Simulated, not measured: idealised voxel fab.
process module | voxel self aligned vias
cross-section cut | 255 nm wide | cells 5 nm
A cross-section is a grid of square cells, given in bands from the top down. A band is one or more rows of cells.
Each band's line starts with the height of the band's top and of its bottom, in nm. Then come its materials from left to right, each with its width in nm. One material with "throughout" fills the band from edge to edge. "air" is empty space.
Height 0 is the level under which the wafer as received is all one material. The lowest band goes on downwards, as in "0 down".
A width such as "30 to 40" changes by the same amount from each row of cells to the next, from the band's top row to its bottom row.
"no change" after a step means that no cell of the cross-section changed.
closed voids: empty space of 8 cells or more with no open way to the top, each as width x height at its distance from the left edge, in nm
after a step's settings: what the simulator itself notes on the step
overlay nm, on a step with a mask: how far to the right of its planned place the mask lay; to the left if negative
plan
1 op RECEIVE | material Si
2 op CONFORMAL_DEP | material SiO2 | thk nm 10
3 op CONFORMAL_DEP | material SiCN | thk nm 5
4 op DIRECTIONAL_DEP | material lowk | thk nm 25
5 op PATTERN | tone open | mask id LINES | material resist | width nm 15 | pitch nm 55 | thk nm 20 | overlay nm 0
6 op DIRECTIONAL_ETCH | etch materials lowk | depth nm 25
7 op STRIP | etch materials resist
8 op CONFORMAL_DEP | material TiN | thk nm 5
9 op FILL_DEP | material Ru | thk nm 10
10 op CMP | height nm 40
11 op SELECTIVE_ETCH | etch materials W Ru TiN | depth nm 5
12 op FILL_DEP | material SiN | thk nm 10
13 op CMP | height nm 40
14 op DIRECTIONAL_DEP | material lowk | thk nm 15
15 op DIRECTIONAL_DEP | material aC | thk nm 15
16 op PATTERN | tone open | mask id VIAS | material resist | width nm 35 | pitch nm 55 | thk nm 30 | overlay nm 0
17 op DIRECTIONAL_ETCH | etch materials aC | depth nm 15
18 op STRIP | etch materials resist
19 op DIRECTIONAL_ETCH | etch materials lowk | depth nm 15
20 op DIRECTIONAL_ETCH | etch materials SiN | depth nm 5
21 op STRIP | etch materials aC
22 op CONFORMAL_DEP | material TiN | thk nm 5
23 op FILL_DEP | material Cu | thk nm 10
24 op CMP | height nm 55
25 op CONFORMAL_DEP | material SiCN | thk nm 5
varied across the wafers: width nm of step 5. The plan shows the first wafer's value. All wafers start alike
first wafer as received, after step 1
  0 down: Si throughout
  closed voids: none
first wafer at the end, after step 25
  60 to 55: SiCN throughout
  55 to 45: lowk 80 | TiN 5 | Cu 25 | TiN 5 | lowk 20 | TiN 5 | Cu 25 | TiN 5 | lowk 85
  45 to 40: lowk 80 | TiN 15 | Cu 5 | TiN 15 | lowk 20 | TiN 15 | Cu 5 | TiN 15 | lowk 85
  40 to 35: lowk 90 | TiN 15 | lowk 40 | TiN 15 | lowk 95
  35 to 20: lowk 90 | TiN 5 | Ru 5 | TiN 5 | lowk 40 | TiN 5 | Ru 5 | TiN 5 | lowk 95
  20 to 15: lowk 90 | TiN 15 | lowk 40 | TiN 15 | lowk 95
  15 to 10: SiCN throughout
  10 to 0: SiO2 throughout
  0 down: Si throughout
  closed voids: none
last wafer at the end
  60 to 55: SiCN throughout
  55 to 40: lowk 80 | TiN 5 | Cu 25 | TiN 5 | lowk 20 | TiN 5 | Cu 25 | TiN 5 | lowk 85
  40 to 35: lowk 80 | TiN 35 | SiN 5 | lowk 15 | TiN 35 | SiN 5 | lowk 80
  35 to 20: lowk 80 | TiN 5 | Ru 30 | TiN 5 | lowk 15 | TiN 5 | Ru 30 | TiN 5 | lowk 80
  20 to 15: lowk 80 | TiN 40 | lowk 15 | TiN 40 | lowk 80
  15 to 10: SiCN throughout
  10 to 0: SiO2 throughout
  0 down: Si throughout
  closed voids: none
each wafer at the end: cells of each material gained (+) or lost (-) since it was received, then its closed voids
width nm 15 | +22 Cu | +6 Ru | +102 SiCN | +102 SiO2 | +44 TiN | +336 lowk | closed voids: none
width nm 20 | +24 Cu | +12 Ru | +102 SiCN | +102 SiO2 | +46 TiN | +326 lowk | closed voids: none
width nm 25 | +26 Cu | +18 Ru | +102 SiCN | +102 SiO2 | +48 TiN | +316 lowk | closed voids: none
width nm 30 | +28 Cu | +24 Ru | +102 SiCN | +102 SiO2 | +50 TiN | +306 lowk | closed voids: none
width nm 35 | +30 Cu | +30 Ru | +102 SiCN | +102 SiO2 | +52 TiN | +296 lowk | closed voids: none
width nm 40 | +30 Cu | +36 Ru | +102 SiCN | +2 SiN | +102 SiO2 | +54 TiN | +286 lowk | closed voids: none
